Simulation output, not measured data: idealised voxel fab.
You're looking at the process module voxel gate over fins.
Square cell edge 5 nm, section width 275 nm, ID cut.
Think of the cross-section as a grid of square cells. We describe it in bands, top to bottom, and each band covers one or more rows of those cells. Look at the band entry: it leads with the top's height and the bottom's height in nm. Then it lists the materials left to right, with a width in nm for each. The word "all across" on a single material says that material fills the band edge to edge. The word "air" is empty space. Measure heights from 0. That's the level where, below it, the as-received wafer is all one material. The lowest band is bottomless and extends downward; write it as in "0 -> down". When a width is written as two numbers, as in "30->40", the first number is the width in the top row of cells of the band and the second is the width in its bottom row, and the width changes by the same amount from each row to the next. What does "remained the same" mean for a step? It means no cell of the cross-section changed in that step. "Completely sealed voids" contains a list of empty spaces, each no smaller than 8 cells and without an open way to the top, written in the form width x height at distance with the distance from the left edge and all three in nm. Heads up: the bit after the settings on a step's line is the simulator's remark on that step. When a step includes a mask, the "overlay nm" setting on its line states how far to the right of its planned place that mask lay, and negative values state how far to the left.
The steps planned for the process are as follows
1) RECEIVE,material Si
2) CONFORMAL_DEP,material SiN,thk nm 5
3) PATTERN,tone cover,mask id FINS,material resist,width nm 15,pitch nm 55,thk nm 15,overlay nm 0
4) DIRECTIONAL_ETCH,etch materials SiN,depth nm 5
5) DIRECTIONAL_ETCH,etch materials Si,depth nm 30
6) STRIP,etch materials resist
7) FILL_DEP,material SiO2,thk nm 10
8) CMP,height nm 5
9) MASKED_ETCH,tone open,mask id RAIL,width nm 15,etch materials SiO2,depth nm 30,overlay nm 0
10) CONFORMAL_DEP,material TiN,thk nm 5
11) FILL_DEP,material W,thk nm 5
12) CMP,height nm 5
13) SELECTIVE_ETCH,etch materials W Ru TiN,depth nm 20
14) FILL_DEP,material SiO2,thk nm 5
15) CMP,height nm 5
16) SELECTIVE_ETCH,etch materials SiO2,depth nm 15
17) STRIP,etch materials SiN
18) CONFORMAL_DEP,material HfO2,thk nm 5
19) CONFORMAL_DEP,material TiN,thk nm 5
20) CONFORMAL_DEP,material TiAl,thk nm 5
21) CONFORMAL_DEP,material TiN,thk nm 5
22) FILL_DEP,material W,thk nm 15
23) CMP,height nm 30
24) CONFORMAL_DEP,material SiN,thk nm 10
Cross-sectional view of the wafer in its as-received condition, corresponding to the state after step 1
0 -> down | Si all across
Completely sealed voids: none
Cross-section, first of two wafers, end of module, run as planned
40 -> 30 | SiN all across
30 -> 20 | W all across
20 -> 15 | 80 W  110 TiN  85 W
15 -> 10 | 80 W  5 TiN  45 TiAl  10 TiN  45 TiAl  5 TiN  85 W
10 -> 5 | 85 TiN  5 TiAl  35 TiN  5 TiAl  10 TiN  5 TiAl  35 TiN  5 TiAl  90 TiN
5 -> 0 | 90 TiAl  5 TiN  25 HfO2  5 TiN  20 TiAl  5 TiN  25 HfO2  5 TiN  95 TiAl
0 -> -5 | 95 TiN  5 HfO2  15 Si  5 HfO2  30 TiN  5 HfO2  15 Si  5 HfO2  100 TiN
-5 -> -10 | 100 HfO2  15 Si  40 HfO2  15 Si  105 HfO2
-10 -> -15 | 100 SiO2  15 Si  40 SiO2  15 Si  105 SiO2
-15 -> -20 | 100 SiO2  15 Si  10 SiO2  5 TiN  5 W  5 TiN  15 SiO2  15 Si  105 SiO2
-20 -> -25 | 100 SiO2  15 Si  10 SiO2  15 TiN  15 SiO2  15 Si  105 SiO2
-25 -> -30 | 100 SiO2  15 Si  40 SiO2  15 Si  105 SiO2
-30 -> down | Si all across
Completely sealed voids: none
End of module, second wafer, cross-section. Started like the first, planned like the first, run with one mistake
40 -> 30 | SiN all across
30 -> 25 | W all across
25 -> 20 | 110 W  45 TiN  120 W
20 -> 15 | 80 W  35 TiN  35 TiAl  40 TiN  85 W
15 -> 10 | 80 W  5 TiN  35 TiAl  25 TiN  40 TiAl  5 TiN  85 W
10 -> 5 | 85 TiN  5 TiAl  35 TiN  15 HfO2  40 TiN  5 TiAl  90 TiN
5 -> 0 | 90 TiAl  5 TiN  25 HfO2  5 TiN  5 HfO2  5 W  5 HfO2  10 TiN  25 HfO2  5 TiN  95 TiAl
0 -> -5 | 95 TiN  5 HfO2  15 Si  5 HfO2  5 TiN  5 HfO2  5 W  5 HfO2  10 TiN  5 HfO2  15 Si  5 HfO2  100 TiN
-5 -> -10 | 100 HfO2  15 Si  15 HfO2  5 W  20 HfO2  15 Si  105 HfO2
-10 -> -15 | 100 SiO2  15 Si  15 SiO2  5 W  20 SiO2  15 Si  105 SiO2
-15 -> -20 | 100 SiO2  15 Si  10 SiO2  5 TiN  5 W  5 TiN  15 SiO2  15 Si  105 SiO2
-20 -> -25 | 100 SiO2  15 Si  10 SiO2  15 TiN  15 SiO2  15 Si  105 SiO2
-25 -> -30 | 100 SiO2  15 Si  40 SiO2  15 Si  105 SiO2
-30 -> down | Si all across
Completely sealed voids: none
Want to know what went wrong? step 13 ran with different settings than intended, the actual operation and settings being SELECTIVE_ETCH,etch materials TiN,depth nm 20
Cell-count delta at end, second wafer over first, by material: HfO2: 6 more; SiO2: 1 fewer; TiAl: 2 fewer; TiN: 2 more; W: 5 fewer
